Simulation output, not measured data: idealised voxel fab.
You're looking at the process module voxel fin reveal.
Section cut is 205 nm wide and gridded with 5 nm square cells.
Heads up, the way a cross-section reads in here is a grid of square cells, handed over as bands from the top down, with every band being one or more rows of cells.
Each band's line starts with the height of the band's top and of its bottom, in nm. Then come its materials from left to right, each with its width in nm. One material with "throughout" fills the band from edge to edge. "blank" is empty space.
The reference from which all heights are counted is 0, the level beneath which the as-received wafer is entirely one material; the lowest band, having no lower bound, proceeds downward and is written after the example "0 down".
So if you see something like "30..40" for the width, read it as the top row of the band sitting at the first number and the bottom row at the second, with every row in between moving by the same amount as the last.
Any step labelled "same as before" changed none of the cells in the cross-section.
"Fully enclosed voids": empty spaces of 8 cells or more with no open way to the top, each given as width x height at distance, distance from the left edge, all in nm.
The remark found on a step's line after its settings is issued by the simulator itself and pertains to that step.
overlay nm: how far to the right of its planned place the mask lay on this masked step (negative: to the left).

List of planned process steps
1,op RECEIVE | material Si
2,op CONFORMAL_DEP | material SiN | thk nm 5
3,op DIRECTIONAL_DEP | material aC | thk nm 15
4,op PATTERN | tone cover | mask id FINS | material resist | width nm 15 | pitch nm 40 | thk nm 30 | overlay nm 0
5,op DIRECTIONAL_ETCH | etch materials aC | depth nm 15
6,op STRIP | etch materials resist
7,op DIRECTIONAL_ETCH | etch materials SiN | depth nm 5
8,op DIRECTIONAL_ETCH | etch materials Si | depth nm 40
9,op STRIP | etch materials aC
10,op OXIDIZE | depth nm 5
11,op FILL_DEP | material SiO2 | thk nm 15
12,op CMP | height nm 5
13,op SELECTIVE_ETCH | etch materials SiO2 | depth nm 30
14,op STRIP | etch materials SiN
15,op CONFORMAL_DEP | material HfO2 | thk nm 5

As-received wafer cross-section (after step 1)
> 0 down | Si throughout
> Fully enclosed voids: none

The module was run from the start shown above using the plan shown above, but one mistake was made doing it; the resulting wafer cross-section is below
> 5 to 0 | blank: 65, then HfO2: 15, then blank: 25, then HfO2: 15, then blank: 25, then HfO2: 15, then blank: 45
> 0 to -20 | blank: 65, then HfO2: 5, then Si: 5, then HfO2: 5, then blank: 25, then HfO2: 5, then Si: 5, then HfO2: 5, then blank: 25, then HfO2: 5, then Si: 5, then HfO2: 5, then blank: 45
> -20 to -25 | HfO2: 70, then Si: 5, then HfO2: 35, then Si: 5, then HfO2: 35, then Si: 5, then HfO2: 50
> -25 to -45 | SiO2: 70, then Si: 5, then SiO2: 35, then Si: 5, then SiO2: 35, then Si: 5, then SiO2: 50
> -45 down | Si throughout
> Fully enclosed voids: none
Processing error: step 4 changed vs plan, executed as op PATTERN | tone cover | mask id FINS | material resist | width nm 15 | pitch nm 40 | thk nm 30 | overlay nm 10
